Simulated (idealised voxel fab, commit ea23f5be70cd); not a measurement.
The following is a process module called voxel lift off.
The figure presents cross-section cut, which has a width of 155 nm and is divided into square cells with an edge length of 5 nm.
In this document a cross-section is written as a grid of square cells. It is given as a series of bands, listed from the top down, and a band is one or more rows of cells.
A band entry consists of two parts. The first gives the height of the band's top and the height of its bottom, in nm. The rest lists the band's materials from left to right, each with its width in nm. A single material labelled with the word "edge to edge" fills the band from edge to edge, and the word "blank" marks empty space.
Zero point of the height axis is 0; under it, received wafer = one material. Lowest band: continues down indefinitely, "0 nm and below".
The expression "30->40" gives the width at the extremes of the band, the first number at its top row of cells and the second at its bottom row, with the width changing by equal amounts from each row to the next in between.
"no alteration" means the step left every cell of the cross-section as it was.
For the entry "Sealed internal cavities", the listed items are empty spaces with no open way to the top whose size is 8 cells or more; each item follows the pattern width x height at distance, where distance is from the left edge and all three are in nm.
It should be noted that, on the line of a given step, the content following the step's settings is a remark produced by the simulator itself with respect to that step.
For masked steps, "overlay nm" on the step line gives how far right of plan the mask actually lay; a minus sign means it lay to the left.
-- Listed below are the process steps as planned
1,RECEIVE [material Si]
2,CONFORMAL_DEP [material Al2O3] [thk nm 15]
3,PATTERN [tone open] [mask id LINES] [material resist] [width nm 15] [pitch nm 40] [thk nm 25] [overlay nm 0]
4,DIRECTIONAL_DEP [material Ru] [thk nm 15]
5,STRIP [etch materials resist]
6,CONFORMAL_DEP [material SiO2] [thk nm 5]
-- Wafer at receipt (post step 1), cross-section
  0 nm and below  Si edge to edge
  Sealed internal cavities: none
-- Cross-section taken at module completion on the first of two wafers; processed per the plan
  35 nm to 30 nm  blank: 25, SiO2: 25, blank: 15, SiO2: 25, blank: 15, SiO2: 25, blank: 25
  30 nm to 20 nm  blank: 25, SiO2: 5, Ru: 15, SiO2: 5, blank: 15, SiO2: 5, Ru: 15, SiO2: 5, blank: 15, SiO2: 5, Ru: 15, SiO2: 5, blank: 25
  20 nm to 15 nm  SiO2: 30, Ru: 15, SiO2: 25, Ru: 15, SiO2: 25, Ru: 15, SiO2: 30
  15 nm to 0 nm  Al2O3 edge to edge
  0 nm and below  Si edge to edge
  Sealed internal cavities: none
-- Cross-sectional view: second of two wafers, end of module; start and plan identical to the first, one mistake in running
  20 nm to 15 nm  blank: 25, SiO2: 25, blank: 15, SiO2: 25, blank: 15, SiO2: 25, blank: 25
  15 nm to 5 nm  blank: 25, SiO2: 5, Ru: 15, SiO2: 5, blank: 15, SiO2: 5, Ru: 15, SiO2: 5, blank: 15, SiO2: 5, Ru: 15, SiO2: 5, blank: 25
  5 nm to 0 nm  SiO2: 30, Ru: 15, SiO2: 25, Ru: 15, SiO2: 25, Ru: 15, SiO2: 30
  0 nm and below  Si edge to edge
  Sealed internal cavities: none
Processing error: the run left out plan step 2 entirely, so it was never executed
Cell-count delta at end, second wafer over first, by material: 93 fewer of Al2O3
